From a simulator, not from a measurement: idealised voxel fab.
voxel released beams: a process module
Cross-sectional view cut (width: 245 nm; square cell size: 5 nm).
Cross-section layout: square cells on a grid; listed as bands, top to bottom; a band spans one or more cell rows.
Look at the band entry: it leads with the top's height and the bottom's height in nm. Then it lists the materials left to right, with a width in nm for each. The word "edge to edge" on a single material says that material fills the band edge to edge. The word "blank" is empty space.
Height 0 is the level under which the wafer as received is all one material. The lowest band goes on downwards, as in "from 0 down".
You'd read "30 to 40" like this: the band's top row of cells is as wide as the first number, its bottom row is as wide as the second, and going down, every row changes width by the same amount as the row before did.
"nothing different", as given for a step, is the statement that not any cell of the cross-section underwent a change during that step.
If an empty space has no open way to the top and is at least 8 cells in size, "Internal closed voids" lists it, written width x height at distance, where distance is measured from the left edge and every value is in nm.
Past the settings on a step's line: simulator remark, on that step.
The "overlay nm" setting may appear on a step's line; for a step that uses a mask, it gives how far to the right of its planned position the mask lay, and a negative value indicates the left.
### Set out below are the planned steps of the process
step 1: RECEIVE: material Si
step 2: CONFORMAL_DEP: material SiN, thk nm 5
step 3: DIRECTIONAL_DEP: material SiO2, thk nm 10
step 4: DIRECTIONAL_DEP: material aC, thk nm 15
step 5: PATTERN: tone open, mask id ANCHOR, material resist, width nm 35, thk nm 35, overlay nm 0
step 6: DIRECTIONAL_ETCH: etch materials aC, depth nm 15
step 7: STRIP: etch materials resist
step 8: DIRECTIONAL_ETCH: etch materials SiO2, depth nm 10
step 9: STRIP: etch materials aC
step 10: CONFORMAL_DEP: material polySi, thk nm 15
step 11: PATTERN: tone cover, mask id BEAM, material resist, width nm 110, thk nm 15, overlay nm 0
step 12: DIRECTIONAL_ETCH: etch materials polySi, depth nm 15
step 13: STRIP: etch materials resist
step 14: STRIP: etch materials SiO2
### Shown in cross-section is the wafer as received, that is, as it stands after step 1
> from 0 down | Si edge to edge
> Internal closed voids: none
### Here's the cross-section of the first of our two wafers at the end of the module - it ran as planned
> from 30 to 20 | blank=65, polySi=20, blank=5, polySi=85, blank=70
> from 20 to 15 | blank=65, polySi=110, blank=70
> from 15 to 5 | blank=70, polySi=35, blank=140
> from 5 to 0 | SiN edge to edge
> from 0 down | Si edge to edge
> Internal closed voids: none
### End of module, second wafer, cross-section. Started like the first, planned like the first, run with one mistake
> from 30 to 15 | blank=65, polySi=110, blank=70
> from 15 to 10 | SiN edge to edge
> from 10 to 0 | SiO2 edge to edge
> from 0 down | Si edge to edge
> Internal closed voids: none
What broke from the plan during processing? swap of plan steps 2 and 3 during execution
Final comparison by cell count, materials where the second wafer has more or fewer than the first: SiO2 +98; polySi -12
